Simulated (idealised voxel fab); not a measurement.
This section sets out a process module, namely voxel released beams.
185 nm wide, 5 nm square cells: that's cross-section cut.
Notation: cross-section as square-cell grid; stated in bands, top first, going down; one or more cell rows per band.
Top, bottom (nm), then materials left to right with widths (nm); lone material tagged "full width" fills the whole band edge to edge; "air" = empty space.
Ref level 0: as-received wafer is one material below here. Bottom band extends down with no lower bound ("0..down").
Read "30..40" as a graded width: first number on top, second number at the bottom, same change between each pair of neighbouring rows.
For the purposes of this document, the phrase "no change occurred" attached to a step denotes that no cell within the cross-section was modified by that step.
Closed-off voids of 8+ cells (no open route to the top) go in "Fully sealed voids", written width x height at distance from the left edge, in nm.
Post-settings text on a step line: simulator's own remark regarding the step.
When a step includes a mask, the "overlay nm" setting on its line states how far to the right of its planned place that mask lay, and negative values state how far to the left.

# Set out below are the planned steps of the process
- 1: RECEIVE [material Si]
- 2: CONFORMAL_DEP [material Al2O3] [thk nm 5]
- 3: DIRECTIONAL_DEP [material SiO2] [thk nm 10]
- 4: DIRECTIONAL_DEP [material aC] [thk nm 10]
- 5: PATTERN [tone open] [mask id ANCHOR] [material resist] [width nm 35] [thk nm 30] [overlay nm 0]
- 6: DIRECTIONAL_ETCH [etch materials aC] [depth nm 10]
- 7: STRIP [etch materials resist]
- 8: DIRECTIONAL_ETCH [etch materials SiO2] [depth nm 10]
- 9: STRIP [etch materials aC]
- 10: CONFORMAL_DEP [material polySi] [thk nm 10]
- 11: MASKED_ETCH [tone cover] [mask id BEAM] [width nm 85] [etch materials polySi] [depth nm 10] [overlay nm 0]
- 12: STRIP [etch materials SiO2]
Split variable: width nm, step 11. Plan value = first wafer. Wafers start alike.

# Cross-section of the first of several wafers on receipt, reflecting completion of step 1
- 0..down: Si full width
- Fully sealed voids: none

# First of several wafers in cross-section at module end, following the final step, step 12
- 25..15: air (45) | polySi (10) | air (15) | polySi (60) | air (55)
- 15..5: air (45) | polySi (35) | air (105)
- 5..0: Al2O3 full width
- 0..down: Si full width
- Fully sealed voids: none

# Final wafer cross-section at module end
- 25..15: air (35) | polySi (20) | air (15) | polySi (75) | air (40)
- 15..5: air (45) | polySi (35) | air (105)
- 5..0: Al2O3 full width
- 0..down: Si full width
- Fully sealed voids: none

# Below: a row per wafer. Contents at end of module: for every material, cells gained since receipt (+) or lost since receipt (-); then closed voids
width nm 85, +37 Al2O3, +42 polySi, Fully sealed voids: none
width nm 90, +37 Al2O3, +44 polySi, Fully sealed voids: none
width nm 95, +37 Al2O3, +46 polySi, Fully sealed voids: none
width nm 100, +37 Al2O3, +48 polySi, Fully sealed voids: none
width nm 105, +37 Al2O3, +50 polySi, Fully sealed voids: none
width nm 110, +37 Al2O3, +52 polySi, Fully sealed voids: none
